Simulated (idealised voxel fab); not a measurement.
The following is a process module called voxel lift off.
Square cells of 5 nm make up the cross-section cut, whose width is 205 nm.
Cross-section layout: square cells on a grid; listed as bands, top to bottom; a band spans one or more cell rows. What a band's entry tells you: where the top is and where the bottom is, as heights in nm, and after that what lies inside, material by material from left to right, each with its width in nm. Empty space is written as the word "empty", and a single material marked with the word "all across" occupies the band from edge to edge. Beneath 0, the wafer as received is one material, and that level is where height counting begins. The lowest band goes on downward without a bottom; it is written like "z 0 and below". Top row gets the first number, bottom row gets the second, and each row in between changes by the same step: that is how a band width like "30->40" works. Key: "nothing changed" - step with no changed cell in the cross-section. The label "Closed internal cavities" introduces a list of the empty spaces, 8 cells or larger, that have no open way up to the top; each entry in it reads width x height at distance, where the distance is taken from the left edge and all three are stated in nm. Formally, on a step line, whatever follows the settings is a remark that the simulator itself makes on the step. "overlay nm" on a masked step: distance the mask lay right of its planned place, negative for left.

Process steps - plan:
1) RECEIVE [material Si]
2) CONFORMAL_DEP [material SiN] [thk nm 15]
3) PATTERN [tone open] [mask id LINES] [material resist] [width nm 15] [pitch nm 40] [thk nm 25] [overlay nm 0]
4) DIRECTIONAL_DEP [material Ru] [thk nm 15]
5) STRIP [etch materials resist]
6) CONFORMAL_DEP [material SiN] [thk nm 10]

The cross-section here shows the wafer as received, i.e. in its state after step 1:
    z 0 and below = Si all across
    Closed internal cavities: none

First of two wafers at the end of the module, shown in cross-section; run carried out as planned:
    z 40 to 30 = empty: 45 / SiN: 35 / empty: 5 / SiN: 35 / empty: 5 / SiN: 35 / empty: 45
    z 30 to 25 = empty: 45 / SiN: 10 / Ru: 15 / SiN: 10 / empty: 5 / SiN: 10 / Ru: 15 / SiN: 10 / empty: 5 / SiN: 10 / Ru: 15 / SiN: 10 / empty: 45
    z 25 to 15 = SiN: 55 / Ru: 15 / SiN: 25 / Ru: 15 / SiN: 25 / Ru: 15 / SiN: 55
    z 15 to 0 = SiN all across
    z 0 and below = Si all across
    Closed internal cavities: none

Second wafer of the two, sectioned at the end of the module. It began like the first and followed the same plan, but one mistake was made while running it:
    z 30 to 20 = empty: 45 / SiN: 35 / empty: 5 / SiN: 35 / empty: 5 / SiN: 35 / empty: 45
    z 20 to 15 = empty: 45 / SiN: 10 / Ru: 15 / SiN: 10 / empty: 5 / SiN: 10 / Ru: 15 / SiN: 10 / empty: 5 / SiN: 10 / Ru: 15 / SiN: 10 / empty: 45
    z 15 to 5 = SiN: 55 / Ru: 15 / SiN: 25 / Ru: 15 / SiN: 25 / Ru: 15 / SiN: 55
    z 5 to 0 = SiN all across
    z 0 and below = Si all across
    Closed internal cavities: none
Error vs. plan: it should be noted that step 2 was executed with settings other than those planned, the operation and settings actually applied being CONFORMAL_DEP [material SiN] [thk nm 5]
Bottom line after processing is that, in cells, the second wafer is up or down on some materials versus the first: -82 SiN
